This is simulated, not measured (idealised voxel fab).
Module name: voxel capacitor over wiring (process module)
Each square cell in cross-section cut measures 5 nm, and the section as a whole is 220 nm wide.
Format of a cross-section: grid, square cells. Given as bands. Order: top down. Band: one or more rows of cells. Basically the band line says how high the top is and how high the bottom is, in nm, and then what's in it from left to right, every material with its width in nm. Empty space shows up as "blank", and if a single material carries "full width" it runs the full band edge to edge. Note: height 0 marks the level under which the wafer is uniformly one material as received. Lowest band unbounded below, written "top 0, no bottom". The expression "30->40" gives the width at the extremes of the band, the first number at its top row of cells and the second at its bottom row, with the width changing by equal amounts from each row to the next in between. It should be understood that the words "nothing altered", when stated for a given step, signify that the cross-section underwent no change in any of its cells during that step. Closed void entries: empty space of 8 cells or more with no open way to the top, each as width x height at its distance from the left edge, in nm. Text after the settings on a step's line: the simulator's own remark on that step. "overlay nm", when on a step's line for a step with a mask, measures how far to the right of its planned place the mask lay; a negative measure means to the left. Pairs follow: section before one process step, section after it down to the lowest changed band, step with settings underneath. Pairs may come from different runs of this module on the same starting wafer; continuity with the pair above only as stated in the "Before-step section" entry.

-- Before-step section
top 80, bottom 70: blank: 70  TiN: 55  blank: 95
top 70, bottom 60: TiN full width
top 60, bottom 55: SiN full width
top 55, bottom 35: lowk: 70  Ru: 15  lowk: 135
top 35, bottom 30: SiCN: 70  Ru: 15  SiCN: 135
top 30, bottom 15: lowk: 65  TiN: 5  Cu: 10  TiN: 5  lowk: 50  TiN: 5  Cu: 10  TiN: 5  lowk: 65
top 15, bottom 10: SiN: 65  TiN: 20  SiN: 50  TiN: 20  SiN: 65
top 10, bottom 0: SiO2 full width
top 0, no bottom: Si full width
Closed void entries: none

-- Cross-Section Thereafter
top 80, bottom 70: blank: 70  TiN: 55  blank: 95
top 70, bottom 60: blank: 65  TiN: 65  blank: 90
Under the height 60 nothing was changed.
Closed void entries: none
Between before and after as drawn above: MASKED_ETCH [tone cover] [mask id LOWER_PLATE] [width nm 65] [etch materials TiN] [depth nm 10] [overlay nm 0]

Before-step section: it's just the after picture from the pair right above this one.

-- Cross-Section Thereafter
top 95, bottom 80: SiO2 full width
top 80, bottom 70: SiO2: 70  TiN: 55  SiO2: 95
top 70, bottom 60: SiO2: 65  TiN: 65  SiO2: 90
Under the height 60 nothing was changed.
Closed void entries: none
Between before and after as drawn above: FILL_DEP [material SiO2] [thk nm 15]

Before-step section: it's just the after picture from the pair right above this one.

-- Cross-Section Thereafter
top 90, bottom 80: SiO2 full width
Under the height 80 nothing was changed.
Closed void entries: none
Between before and after as drawn above: CMP [height nm 90]

Before-step section: it's just the after picture from the pair right above this one.

-- Cross-Section Thereafter
top 105, bottom 90: aC full width
Under the height 90 nothing was changed.
Closed void entries: none
Between before and after as drawn above: DIRECTIONAL_DEP [material aC] [thk nm 15]

Before-step section: it's just the after picture from the pair right above this one.

-- Cross-Section Thereafter
top 135, bottom 105: resist: 80  blank: 15  resist: 125
Under the height 105 nothing was changed.
Closed void entries: none
Between before and after as drawn above: PATTERN [tone open] [mask id PLUG_2] [material resist] [width nm 15] [thk nm 30] [overlay nm 0]

Before-step section: it's just the after picture from the pair right above this one.

-- Cross-Section Thereafter
top 120, bottom 105: resist: 80  blank: 15  resist: 125
top 105, bottom 90: aC: 80  blank: 15  aC: 125
Under the height 90 nothing was changed.
Closed void entries: none
Between before and after as drawn above: DIRECTIONAL_ETCH [etch materials aC] [depth nm 15]

Before-step section: it's just the after picture from the pair right above this one.

-- Cross-Section Thereafter
top 105, bottom 90: aC: 80  blank: 15  aC: 125
Under the height 90 nothing was changed.
Closed void entries: none
Between before and after as drawn above: STRIP [etch materials resist]

Before-step section: it's just the after picture from the pair right above this one.

-- Cross-Section Thereafter
top 105, bottom 90: aC: 80  blank: 15  aC: 125
top 90, bottom 80: SiO2: 80  blank: 15  SiO2: 125
Under the height 80 nothing was changed.
Closed void entries: none
Between before and after as drawn above: DIRECTIONAL_ETCH [etch materials SiO2] [depth nm 10]

Before-step section: it's just the after picture from the pair right above this one.

-- Cross-Section Thereafter
top 90, bottom 80: SiO2: 80  blank: 15  SiO2: 125
Under the height 80 nothing was changed.
Closed void entries: none
Between before and after as drawn above: STRIP [etch materials aC]

Before-step section: it's just the after picture from the pair right above this one.

-- Cross-Section Thereafter
top 95, bottom 90: TiN: 85  blank: 5  TiN: 130
top 90, bottom 85: SiO2: 80  TiN: 5  blank: 5  TiN: 5  SiO2: 125
top 85, bottom 80: SiO2: 80  TiN: 15  SiO2: 125
Under the height 80 nothing was changed.
Closed void entries: none
Between before and after as drawn above: CONFORMAL_DEP [material TiN] [thk nm 5]

Before-step section: it's just the after picture from the pair right above this one.

-- Cross-Section Thereafter
top 100, bottom 95: Cu full width
top 95, bottom 90: TiN: 85  Cu: 5  TiN: 130
top 90, bottom 85: SiO2: 80  TiN: 5  Cu: 5  TiN: 5  SiO2: 125
Under the height 85 nothing was changed.
Closed void entries: none
Between before and after as drawn above: FILL_DEP [material Cu] [thk nm 5]

Before-step section: it's just the after picture from the pair right above this one.

-- Cross-Section Thereafter
top 90, bottom 85: SiO2: 80  TiN: 5  Cu: 5  TiN: 5  SiO2: 125
Under the height 85 nothing was changed.
Closed void entries: none
Between before and after as drawn above: CMP [height nm 90]

Before-step section: it's just the after picture from the pair right above this one.

-- Cross-Section Thereafter
top 95, bottom 90: SiCN full width
Under the height 90 nothing was changed.
Closed void entries: none
Between before and after as drawn above: CONFORMAL_DEP [material SiCN] [thk nm 5]

-- Before-step section
top 15, bottom 10: SiN full width
top 10, bottom 0: SiO2 full width
top 0, no bottom: Si full width
Closed void entries: none

-- Cross-Section Thereafter
top 25, bottom 15: lowk full width
Under the height 15 nothing was changed.
Closed void entries: none
Between before and after as drawn above: DIRECTIONAL_DEP [material lowk] [thk nm 10]

Before-step section: it's just the after picture from the pair right above this one.

-- Cross-Section Thereafter
top 40, bottom 25: resist: 65  blank: 20  resist: 50  blank: 20  resist: 65
Under the height 25 nothing was changed.
Closed void entries: none
Between before and after as drawn above: PATTERN [tone open] [mask id METAL_1] [material resist] [width nm 20] [pitch nm 70] [thk nm 15] [overlay nm 0]

Before-step section: it's just the after picture from the pair right above this one.

-- Cross-Section Thereafter
top 40, bottom 25: resist: 65  blank: 20  resist: 50  blank: 20  resist: 65
top 25, bottom 15: lowk: 65  blank: 20  lowk: 50  blank: 20  lowk: 65
Under the height 15 nothing was changed.
Closed void entries: none
Between before and after as drawn above: DIRECTIONAL_ETCH [etch materials lowk] [depth nm 15]

Before-step section: it's just the after picture from the pair right above this one.

-- Cross-Section Thereafter
top 40, bottom 25: resist: 65  blank: 20  resist: 50  blank: 20  resist: 65
top 25, bottom 15: lowk: 65  blank: 20  lowk: 50  blank: 20  lowk: 65
top 15, bottom 10: SiN: 65  blank: 20  SiN: 50  blank: 20  SiN: 65
Under the height 10 nothing was changed.
Closed void entries: none
Between before and after as drawn above: DIRECTIONAL_ETCH [etch materials SiN] [depth nm 5]

Before-step section: it's just the after picture from the pair right above this one.

-- Cross-Section Thereafter
top 25, bottom 15: lowk: 65  blank: 20  lowk: 50  blank: 20  lowk: 65
Under the height 15 nothing was changed.
Closed void entries: none
Between before and after as drawn above: STRIP [etch materials resist]

Before-step section: it's just the after picture from the pair right above this one.

-- Cross-Section Thereafter
top 30, bottom 25: TiN: 70  blank: 10  TiN: 60  blank: 10  TiN: 70
top 25, bottom 15: lowk: 65  TiN: 5  blank: 10  TiN: 5  lowk: 50  TiN: 5  blank: 10  TiN: 5  lowk: 65
top 15, bottom 10: SiN: 65  TiN: 20  SiN: 50  TiN: 20  SiN: 65
Under the height 10 nothing was changed.
Closed void entries: none
Between before and after as drawn above: CONFORMAL_DEP [material TiN] [thk nm 5]

Before-step section: it's just the after picture from the pair right above this one.

-- Cross-Section Thereafter
top 40, bottom 30: Cu full width
top 30, bottom 25: TiN: 70  Cu: 10  TiN: 60  Cu: 10  TiN: 70
top 25, bottom 15: lowk: 65  TiN: 5  Cu: 10  TiN: 5  lowk: 50  TiN: 5  Cu: 10  TiN: 5  lowk: 65
Under the height 15 nothing was changed.
Closed void entries: none
Between before and after as drawn above: FILL_DEP [material Cu] [thk nm 10]

Before-step section: it's just the after picture from the pair right above this one.

-- Cross-Section Thereafter
top 30, bottom 25: TiN: 70  Cu: 10  TiN: 60  Cu: 10  TiN: 70
Under the height 25 nothing was changed.
Closed void entries: none
Between before and after as drawn above: CMP [height nm 30]

Before-step section: it's just the after picture from the pair right above this one.

-- Cross-Section Thereafter
top 35, bottom 30: SiCN full width
Under the height 30 nothing was changed.
Closed void entries: none
Between before and after as drawn above: CONFORMAL_DEP [material SiCN] [thk nm 5]

Before-step section: it's just the after picture from the pair right above this one.

-- Cross-Section Thereafter
top 55, bottom 35: lowk full width
Under the height 35 nothing was changed.
Closed void entries: none
Between before and after as drawn above: DIRECTIONAL_DEP [material lowk] [thk nm 20]

Before-step section: it's just the after picture from the pair right above this one.

-- Cross-Section Thereafter
top 65, bottom 55: aC full width
Under the height 55 nothing was changed.
Closed void entries: none
Between before and after as drawn above: DIRECTIONAL_DEP [material aC] [thk nm 10]

Before-step section: it's just the after picture from the pair right above this one.

-- Cross-Section Thereafter
top 95, bottom 65: resist: 70  blank: 15  resist: 135
Under the height 65 nothing was changed.
Closed void entries: none
Between before and after as drawn above: PATTERN [tone open] [mask id PLUG_1] [material resist] [width nm 15] [thk nm 30] [overlay nm 0]

Before-step section: it's just the after picture from the pair right above this one.

-- Cross-Section Thereafter
top 85, bottom 65: resist: 70  blank: 15  resist: 135
top 65, bottom 55: aC: 70  blank: 15  aC: 135
Under the height 55 nothing was changed.
Closed void entries: none
Between before and after as drawn above: DIRECTIONAL_ETCH [etch materials aC] [depth nm 10]

Before-step section: it's just the after picture from the pair right above this one.

-- Cross-Section Thereafter
top 65, bottom 55: aC: 70  blank: 15  aC: 135
Under the height 55 nothing was changed.
Closed void entries: none
Between before and after as drawn above: STRIP [etch materials resist]

Before-step section: it's just the after picture from the pair right above this one.

-- Cross-Section Thereafter
top 65, bottom 55: aC: 70  blank: 15  aC: 135
top 55, bottom 35: lowk: 70  blank: 15  lowk: 135
Under the height 35 nothing was changed.
Closed void entries: none
Between before and after as drawn above: DIRECTIONAL_ETCH [etch materials lowk] [depth nm 20]

Before-step section: it's just the after picture from the pair right above this one.

-- Cross-Section Thereafter
top 65, bottom 55: aC: 70  blank: 15  aC: 135
top 55, bottom 35: lowk: 70  blank: 15  lowk: 135
top 35, bottom 30: SiCN: 70  blank: 15  SiCN: 135
Under the height 30 nothing was changed.
Closed void entries: none
Between before and after as drawn above: DIRECTIONAL_ETCH [etch materials SiCN] [depth nm 5]

Before-step section: it's just the after picture from the pair right above this one.

-- Cross-Section Thereafter
top 55, bottom 35: lowk: 70  blank: 15  lowk: 135
Under the height 35 nothing was changed.
Closed void entries: none
Between before and after as drawn above: STRIP [etch materials aC]

Before-step section: it's just the after picture from the pair right above this one.

-- Cross-Section Thereafter
top 55, bottom 40: lowk: 70  blank: 15  lowk: 135
top 40, bottom 35: lowk: 70  Ru: 15  lowk: 135
top 35, bottom 30: SiCN: 70  Ru: 15  SiCN: 135
Under the height 30 nothing was changed.
Closed void entries: none
Between before and after as drawn above: EPI [material Ru] [thk nm 10]

Before-step section: it's just the after picture from the pair right above this one.

-- Cross-Section Thereafter
top 55, bottom 50: lowk: 70  blank: 15  lowk: 135
top 50, bottom 35: lowk: 70  Ru: 15  lowk: 135
Under the height 35 nothing was changed.
Closed void entries: none
Between before and after as drawn above: EPI [material Ru] [thk nm 10]

Before-step section: it's just the after picture from the pair right above this one.

-- Cross-Section Thereafter
top 55, bottom 35: lowk: 70  Ru: 15  lowk: 135
Under the height 35 nothing was changed.
Closed void entries: none
Between before and after as drawn above: EPI [material Ru] [thk nm 5]

Before-step section: it's just the after picture from the pair right above this one.

-- Cross-Section Thereafter
top 65, bottom 55: TiN full width
Under the height 55 nothing was changed.
Closed void entries: none
Between before and after as drawn above: DIRECTIONAL_DEP [material TiN] [thk nm 10]

Before-step section: it's just the after picture from the pair right above this one.

-- Cross-Section Thereafter
top 70, bottom 65: SiN full width
Under the height 65 nothing was changed.
Closed void entries: none
Between before and after as drawn above: DIRECTIONAL_DEP [material SiN] [thk nm 5]

Before-step section: it's just the after picture from the pair right above this one.

-- Cross-Section Thereafter
top 80, bottom 70: TiN full width
Under the height 70 nothing was changed.
Closed void entries: none
Between before and after as drawn above: DIRECTIONAL_DEP [material TiN] [thk nm 10]

Before-step section: it's just the after picture from the pair right above this one.

-- Cross-Section Thereafter
top 95, bottom 80: blank: 70  resist: 55  blank: 95
Under the height 80 nothing was changed.
Closed void entries: none
Between before and after as drawn above: PATTERN [tone cover] [mask id UPPER_PLATE] [material resist] [width nm 55] [thk nm 15] [overlay nm 0]

Before-step section: it's just the after picture from the pair right above this one.

-- Cross-Section Thereafter
top 95, bottom 80: blank: 70  resist: 55  blank: 95
top 80, bottom 70: blank: 70  TiN: 55  blank: 95
Under the height 70 nothing was changed.
Closed void entries: none
Between before and after as drawn above: DIRECTIONAL_ETCH [etch materials TiN] [depth nm 10]

Before-step section: it's just the after picture from the pair right above this one.

-- Cross-Section Thereafter
top 95, bottom 80: blank: 70  resist: 55  blank: 95
top 80, bottom 70: blank: 70  TiN: 55  blank: 95
top 70, bottom 65: blank: 70  SiN: 55  blank: 95
Under the height 65 nothing was changed.
Closed void entries: none
Between before and after as drawn above: DIRECTIONAL_ETCH [etch materials SiN] [depth nm 5]

Before-step section: it's just the after picture from the pair right above this one.

-- Cross-Section Thereafter
top 80, bottom 70: blank: 70  TiN: 55  blank: 95
Under the height 70 nothing was changed.
Closed void entries: none
Between before and after as drawn above: STRIP [etch materials resist]

Before-step section: it's just the after picture from the pair right above this one.

-- Cross-Section Thereafter
top 80, bottom 70: blank: 70  TiN: 55  blank: 95
top 70, bottom 65: blank: 70  SiN: 55  blank: 95
top 65, bottom 55: blank: 65  TiN: 65  blank: 90
Under the height 55 nothing was changed.
Closed void entries: none
Between before and after as drawn above: MASKED_ETCH [tone cover] [mask id LOWER_PLATE] [width nm 65] [etch materials TiN] [depth nm 10] [overlay nm 0]

Before-step section: it's just the after picture from the pair right above this one.

-- Cross-Section Thereafter
top 95, bottom 80: SiO2 full width
top 80, bottom 70: SiO2: 70  TiN: 55  SiO2: 95
top 70, bottom 65: SiO2: 70  SiN: 55  SiO2: 95
top 65, bottom 55: SiO2: 65  TiN: 65  SiO2: 90
Under the height 55 nothing was changed.
Closed void entries: none
Between before and after as drawn above: FILL_DEP [material SiO2] [thk nm 15]

Before-step section: it's just the after picture from the pair right above this one.

-- Cross-Section Thereafter
top 90, bottom 80: SiO2 full width
Under the height 80 nothing was changed.
Closed void entries: none
Between before and after as drawn above: CMP [height nm 90]

Before-step section: it's just the after picture from the pair right above this one.

-- Cross-Section Thereafter
top 105, bottom 90: aC full width
Under the height 90 nothing was changed.
Closed void entries: none
Between before and after as drawn above: DIRECTIONAL_DEP [material aC] [thk nm 15]

Before-step section: it's just the after picture from the pair right above this one.

-- Cross-Section Thereafter
top 135, bottom 105: resist: 80  blank: 15  resist: 125
Under the height 105 nothing was changed.
Closed void entries: none
Between before and after as drawn above: PATTERN [tone open] [mask id PLUG_2] [material resist] [width nm 15] [thk nm 30] [overlay nm 0]

Before-step section: it's just the after picture from the pair right above this one.

-- Cross-Section Thereafter
top 120, bottom 105: resist: 80  blank: 15  resist: 125
top 105, bottom 90: aC: 80  blank: 15  aC: 125
Under the height 90 nothing was changed.
Closed void entries: none
Between before and after as drawn above: DIRECTIONAL_ETCH [etch materials aC] [depth nm 15]

Before-step section: it's just the after picture from the pair right above this one.

-- Cross-Section Thereafter
top 105, bottom 90: aC: 80  blank: 15  aC: 125
Under the height 90 nothing was changed.
Closed void entries: none
Between before and after as drawn above: STRIP [etch materials resist]

Before-step section: it's just the after picture from the pair right above this one.

-- Cross-Section Thereafter
top 105, bottom 90: aC: 80  blank: 15  aC: 125
top 90, bottom 80: SiO2: 80  blank: 15  SiO2: 125
Under the height 80 nothing was changed.
Closed void entries: none
Between before and after as drawn above: DIRECTIONAL_ETCH [etch materials SiO2] [depth nm 10]

Before-step section: it's just the after picture from the pair right above this one.

-- Cross-Section Thereafter
top 90, bottom 80: SiO2: 80  blank: 15  SiO2: 125
Under the height 80 nothing was changed.
Closed void entries: none
Between before and after as drawn above: STRIP [etch materials aC]

Before-step section: it's just the after picture from the pair right above this one.

-- Cross-Section Thereafter
top 95, bottom 90: TiN: 85  blank: 5  TiN: 130
top 90, bottom 85: SiO2: 80  TiN: 5  blank: 5  TiN: 5  SiO2: 125
top 85, bottom 80: SiO2: 80  TiN: 15  SiO2: 125
Under the height 80 nothing was changed.
Closed void entries: none
Between before and after as drawn above: CONFORMAL_DEP [material TiN] [thk nm 5]

Before-step section: it's just the after picture from the pair right above this one.

-- Cross-Section Thereafter
top 100, bottom 95: Cu full width
top 95, bottom 90: TiN: 85  Cu: 5  TiN: 130
top 90, bottom 85: SiO2: 80  TiN: 5  Cu: 5  TiN: 5  SiO2: 125
Under the height 85 nothing was changed.
Closed void entries: none
Between before and after as drawn above: FILL_DEP [material Cu] [thk nm 5]

Before-step section: it's just the after picture from the pair right above this one.

-- Cross-Section Thereafter
top 90, bottom 85: SiO2: 80  TiN: 5  Cu: 5  TiN: 5  SiO2: 125
Under the height 85 nothing was changed.
Closed void entries: none
Between before and after as drawn above: CMP [height nm 90]

Before-step section: it's just the after picture from the pair right above this one.

-- Cross-Section Thereafter
top 95, bottom 90: SiCN full width
Under the height 90 nothing was changed.
Closed void entries: none
Between before and after as drawn above: CONFORMAL_DEP [material SiCN] [thk nm 5]

-- Before-step section
top 80, bottom 70: TiN full width
top 70, bottom 65: SiN full width
top 65, bottom 55: TiN full width
top 55, bottom 35: lowk: 70  Ru: 15  lowk: 135
top 35, bottom 30: SiCN: 70  Ru: 15  SiCN: 135
top 30, bottom 15: lowk: 65  TiN: 5  Cu: 10  TiN: 5  lowk: 50  TiN: 5  Cu: 10  TiN: 5  lowk: 65
top 15, bottom 10: SiN: 65  TiN: 20  SiN: 50  TiN: 20  SiN: 65
top 10, bottom 0: SiO2 full width
top 0, no bottom: Si full width
Closed void entries: none

-- Cross-Section Thereafter
top 95, bottom 80: blank: 70  resist: 60  blank: 90
Under the height 80 nothing was changed.
Closed void entries: none
Between before and after as drawn above: PATTERN [tone cover] [mask id UPPER_PLATE] [material resist] [width nm 60] [thk nm 15] [overlay nm 0]

Before-step section: it's just the after picture from the pair right above this one.

-- Cross-Section Thereafter
top 95, bottom 80: blank: 70  resist: 60  blank: 90
top 80, bottom 70: blank: 70  TiN: 60  blank: 90
Under the height 70 nothing was changed.
Closed void entries: none
Between before and after as drawn above: DIRECTIONAL_ETCH [etch materials TiN] [depth nm 10]

Before-step section: it's just the after picture from the pair right above this one.

-- Cross-Section Thereafter
top 95, bottom 80: blank: 70  resist: 60  blank: 90
top 80, bottom 70: blank: 70  TiN: 60  blank: 90
top 70, bottom 65: blank: 70  SiN: 60  blank: 90
Under the height 65 nothing was changed.
Closed void entries: none
Between before and after as drawn above: DIRECTIONAL_ETCH [etch materials SiN] [depth nm 5]

Before-step section: it's just the after picture from the pair right above this one.

-- Cross-Section Thereafter
top 80, bottom 70: blank: 70  TiN: 60  blank: 90
Under the height 70 nothing was changed.
Closed void entries: none
Between before and after as drawn above: STRIP [etch materials resist]

Before-step section: it's just the after picture from the pair right above this one.

-- Cross-Section Thereafter
top 80, bottom 70: blank: 70  TiN: 60  blank: 90
top 70, bottom 65: blank: 70  SiN: 60  blank: 90
top 65, bottom 55: blank: 65  TiN: 65  blank: 90
Under the height 55 nothing was changed.
Closed void entries: none
Between before and after as drawn above: MASKED_ETCH [tone cover] [mask id LOWER_PLATE] [width nm 65] [etch materials TiN] [depth nm 10] [overlay nm 0]

Before-step section: it's just the after picture from the pair right above this one.

-- Cross-Section Thereafter
top 95, bottom 80: SiO2 full width
top 80, bottom 70: SiO2: 70  TiN: 60  SiO2: 90
top 70, bottom 65: SiO2: 70  SiN: 60  SiO2: 90
top 65, bottom 55: SiO2: 65  TiN: 65  SiO2: 90
Under the height 55 nothing was changed.
Closed void entries: none
Between before and after as drawn above: FILL_DEP [material SiO2] [thk nm 15]

Before-step section: it's just the after picture from the pair right above this one.

-- Cross-Section Thereafter
top 90, bottom 80: SiO2 full width
Under the height 80 nothing was changed.
Closed void entries: none
Between before and after as drawn above: CMP [height nm 90]

Before-step section: it's just the after picture from the pair right above this one.

-- Cross-Section Thereafter
top 105, bottom 90: aC full width
Under the height 90 nothing was changed.
Closed void entries: none
Between before and after as drawn above: DIRECTIONAL_DEP [material aC] [thk nm 15]

Before-step section: it's just the after picture from the pair right above this one.

-- Cross-Section Thereafter
top 135, bottom 105: resist: 80  blank: 15  resist: 125
Under the height 105 nothing was changed.
Closed void entries: none
Between before and after as drawn above: PATTERN [tone open] [mask id PLUG_2] [material resist] [width nm 15] [thk nm 30] [overlay nm 0]

Before-step section: it's just the after picture from the pair right above this one.

-- Cross-Section Thereafter
top 120, bottom 105: resist: 80  blank: 15  resist: 125
top 105, bottom 90: aC: 80  blank: 15  aC: 125
Under the height 90 nothing was changed.
Closed void entries: none
Between before and after as drawn above: DIRECTIONAL_ETCH [etch materials aC] [depth nm 15]

Before-step section: it's just the after picture from the pair right above this one.

-- Cross-Section Thereafter
top 105, bottom 90: aC: 80  blank: 15  aC: 125
Under the height 90 nothing was changed.
Closed void entries: none
Between before and after as drawn above: STRIP [etch materials resist]

Before-step section: it's just the after picture from the pair right above this one.

-- Cross-Section Thereafter
top 105, bottom 90: aC: 80  blank: 15  aC: 125
top 90, bottom 80: SiO2: 80  blank: 15  SiO2: 125
Under the height 80 nothing was changed.
Closed void entries: none
Between before and after as drawn above: DIRECTIONAL_ETCH [etch materials SiO2] [depth nm 10]

Before-step section: it's just the after picture from the pair right above this one.

-- Cross-Section Thereafter
top 90, bottom 80: SiO2: 80  blank: 15  SiO2: 125
Under the height 80 nothing was changed.
Closed void entries: none
Between before and after as drawn above: STRIP [etch materials aC]

Before-step section: it's just the after picture from the pair right above this one.

-- Cross-Section Thereafter
top 95, bottom 90: TiN: 85  blank: 5  TiN: 130
top 90, bottom 85: SiO2: 80  TiN: 5  blank: 5  TiN: 5  SiO2: 125
top 85, bottom 80: SiO2: 80  TiN: 15  SiO2: 125
Under the height 80 nothing was changed.
Closed void entries: none
Between before and after as drawn above: CONFORMAL_DEP [material TiN] [thk nm 5]

Before-step section: it's just the after picture from the pair right above this one.

-- Cross-Section Thereafter
top 100, bottom 95: Cu full width
top 95, bottom 90: TiN: 85  Cu: 5  TiN: 130
top 90, bottom 85: SiO2: 80  TiN: 5  Cu: 5  TiN: 5  SiO2: 125
Under the height 85 nothing was changed.
Closed void entries: none
Between before and after as drawn above: FILL_DEP [material Cu] [thk nm 5]

Before-step section: it's just the after picture from the pair right above this one.

-- Cross-Section Thereafter
top 90, bottom 85: SiO2: 80  TiN: 5  Cu: 5  TiN: 5  SiO2: 125
Under the height 85 nothing was changed.
Closed void entries: none
Between before and after as drawn above: CMP [height nm 90]

Before-step section: it's just the after picture from the pair right above this one.

-- Cross-Section Thereafter
top 95, bottom 90: SiCN full width
Under the height 90 nothing was changed.
Closed void entries: none
Between before and after as drawn above: CONFORMAL_DEP [material SiCN] [thk nm 5]

-- Before-step section
top 30, bottom 15: lowk full width
top 15, bottom 10: SiN full width
top 10, bottom 0: SiO2 full width
top 0, no bottom: Si full width
Closed void entries: none

-- Cross-Section Thereafter
top 45, bottom 30: resist: 75  blank: 20  resist: 50  blank: 20  resist: 55
Under the height 30 nothing was changed.
Closed void entries: none
Between before and after as drawn above: PATTERN [tone open] [mask id METAL_1] [material resist] [width nm 20] [pitch nm 70] [thk nm 15] [overlay nm 10]

Before-step section: it's just the after picture from the pair right above this one.

-- Cross-Section Thereafter
top 45, bottom 30: resist: 75  blank: 20  resist: 50  blank: 20  resist: 55
top 30, bottom 15: lowk: 75  blank: 20  lowk: 50  blank: 20  lowk: 55
Under the height 15 nothing was changed.
Closed void entries: none
Between before and after as drawn above: DIRECTIONAL_ETCH [etch materials lowk] [depth nm 15]

Before-step section: it's just the after picture from the pair right above this one.

-- Cross-Section Thereafter
top 45, bottom 30: resist: 75  blank: 20  resist: 50  blank: 20  resist: 55
top 30, bottom 15: lowk: 75  blank: 20  lowk: 50  blank: 20  lowk: 55
top 15, bottom 10: SiN: 75  blank: 20  SiN: 50  blank: 20  SiN: 55
Under the height 10 nothing was changed.
Closed void entries: none
Between before and after as drawn above: DIRECTIONAL_ETCH [etch materials SiN] [depth nm 5]

Before-step section: it's just the after picture from the pair right above this one.

-- Cross-Section Thereafter
top 30, bottom 15: lowk: 75  blank: 20  lowk: 50  blank: 20  lowk: 55
Under the height 15 nothing was changed.
Closed void entries: none
Between before and after as drawn above: STRIP [etch materials resist]

Before-step section: it's just the after picture from the pair right above this one.

-- Cross-Section Thereafter
top 35, bottom 30: TiN: 80  blank: 10  TiN: 60  blank: 10  TiN: 60
top 30, bottom 15: lowk: 75  TiN: 5  blank: 10  TiN: 5  lowk: 50  TiN: 5  blank: 10  TiN: 5  lowk: 55
top 15, bottom 10: SiN: 75  TiN: 20  SiN: 50  TiN: 20  SiN: 55
Under the height 10 nothing was changed.
Closed void entries: none
Between before and after as drawn above: CONFORMAL_DEP [material TiN] [thk nm 5]

Before-step section: it's just the after picture from the pair right above this one.

-- Cross-Section Thereafter
top 45, bottom 35: Cu full width
top 35, bottom 30: TiN: 80  Cu: 10  TiN: 60  Cu: 10  TiN: 60
top 30, bottom 15: lowk: 75  TiN: 5  Cu: 10  TiN: 5  lowk: 50  TiN: 5  Cu: 10  TiN: 5  lowk: 55
Under the height 15 nothing was changed.
Closed void entries: none
Between before and after as drawn above: FILL_DEP [material Cu] [thk nm 10]

Before-step section: it's just the after picture from the pair right above this one.

-- Cross-Section Thereafter
top 30, bottom 15: lowk: 75  TiN: 5  Cu: 10  TiN: 5  lowk: 50  TiN: 5  Cu: 10  TiN: 5  lowk: 55
Under the height 15 nothing was changed.
Closed void entries: none
Between before and after as drawn above: CMP [height nm 30]

Before-step section: it's just the after picture from the pair right above this one.

-- Cross-Section Thereafter
top 35, bottom 30: SiCN full width
Under the height 30 nothing was changed.
Closed void entries: none
Between before and after as drawn above: CONFORMAL_DEP [material SiCN] [thk nm 5]

Before-step section: it's just the after picture from the pair right above this one.

-- Cross-Section Thereafter
top 55, bottom 35: lowk full width
Under the height 35 nothing was changed.
Closed void entries: none
Between before and after as drawn above: DIRECTIONAL_DEP [material lowk] [thk nm 20]

Before-step section: it's just the after picture from the pair right above this one.

-- Cross-Section Thereafter
top 65, bottom 55: aC full width
Under the height 55 nothing was changed.
Closed void entries: none
Between before and after as drawn above: DIRECTIONAL_DEP [material aC] [thk nm 10]

Before-step section: it's just the after picture from the pair right above this one.

-- Cross-Section Thereafter
top 95, bottom 65: resist: 70  blank: 15  resist: 135
Under the height 65 nothing was changed.
Closed void entries: none
Between before and after as drawn above: PATTERN [tone open] [mask id PLUG_1] [material resist] [width nm 15] [thk nm 30] [overlay nm 0]

Before-step section: it's just the after picture from the pair right above this one.

-- Cross-Section Thereafter
top 85, bottom 65: resist: 70  blank: 15  resist: 135
top 65, bottom 55: aC: 70  blank: 15  aC: 135
Under the height 55 nothing was changed.
Closed void entries: none
Between before and after as drawn above: DIRECTIONAL_ETCH [etch materials aC] [depth nm 10]

Before-step section: it's just the after picture from the pair right above this one.

-- Cross-Section Thereafter
top 65, bottom 55: aC: 70  blank: 15  aC: 135
Under the height 55 nothing was changed.
Closed void entries: none
Between before and after as drawn above: STRIP [etch materials resist]

Before-step section: it's just the after picture from the pair right above this one.

-- Cross-Section Thereafter
top 65, bottom 55: aC: 70  blank: 15  aC: 135
top 55, bottom 35: lowk: 70  blank: 15  lowk: 135
Under the height 35 nothing was changed.
Closed void entries: none
Between before and after as drawn above: DIRECTIONAL_ETCH [etch materials lowk] [depth nm 20]

Before-step section: it's just the after picture from the pair right above this one.

-- Cross-Section Thereafter
top 65, bottom 55: aC: 70  blank: 15  aC: 135
top 55, bottom 35: lowk: 70  blank: 15  lowk: 135
top 35, bottom 30: SiCN: 70  blank: 15  SiCN: 135
Under the height 30 nothing was changed.
Closed void entries: none
Between before and after as drawn above: DIRECTIONAL_ETCH [etch materials SiCN] [depth nm 5]

Before-step section: it's just the after picture from the pair right above this one.

-- Cross-Section Thereafter
top 55, bottom 35: lowk: 70  blank: 15  lowk: 135
Under the height 35 nothing was changed.
Closed void entries: none
Between before and after as drawn above: STRIP [etch materials aC]

Before-step section: it's just the after picture from the pair right above this one.

-- Cross-Section Thereafter
top 55, bottom 40: lowk: 70  blank: 15  lowk: 135
top 40, bottom 35: lowk: 70  Ru: 15  lowk: 135
top 35, bottom 30: SiCN: 70  Ru: 15  SiCN: 135
Under the height 30 nothing was changed.
Closed void entries: none
Between before and after as drawn above: EPI [material Ru] [thk nm 10]

Before-step section: it's just the after picture from the pair right above this one.

-- Cross-Section Thereafter
top 55, bottom 50: lowk: 70  blank: 15  lowk: 135
top 50, bottom 35: lowk: 70  Ru: 15  lowk: 135
Under the height 35 nothing was changed.
Closed void entries: none
Between before and after as drawn above: EPI [material Ru] [thk nm 10]

Before-step section: it's just the after picture from the pair right above this one.

-- Cross-Section Thereafter
top 55, bottom 35: lowk: 70  Ru: 15  lowk: 135
Under the height 35 nothing was changed.
Closed void entries: none
Between before and after as drawn above: EPI [material Ru] [thk nm 5]

Before-step section: it's just the after picture from the pair right above this one.

-- Cross-Section Thereafter
top 65, bottom 55: TiN full width
Under the height 55 nothing was changed.
Closed void entries: none
Between before and after as drawn above: DIRECTIONAL_DEP [material TiN] [thk nm 10]

Before-step section: it's just the after picture from the pair right above this one.

-- Cross-Section Thereafter
top 70, bottom 65: SiN full width
Under the height 65 nothing was changed.
Closed void entries: none
Between before and after as drawn above: DIRECTIONAL_DEP [material SiN] [thk nm 5]
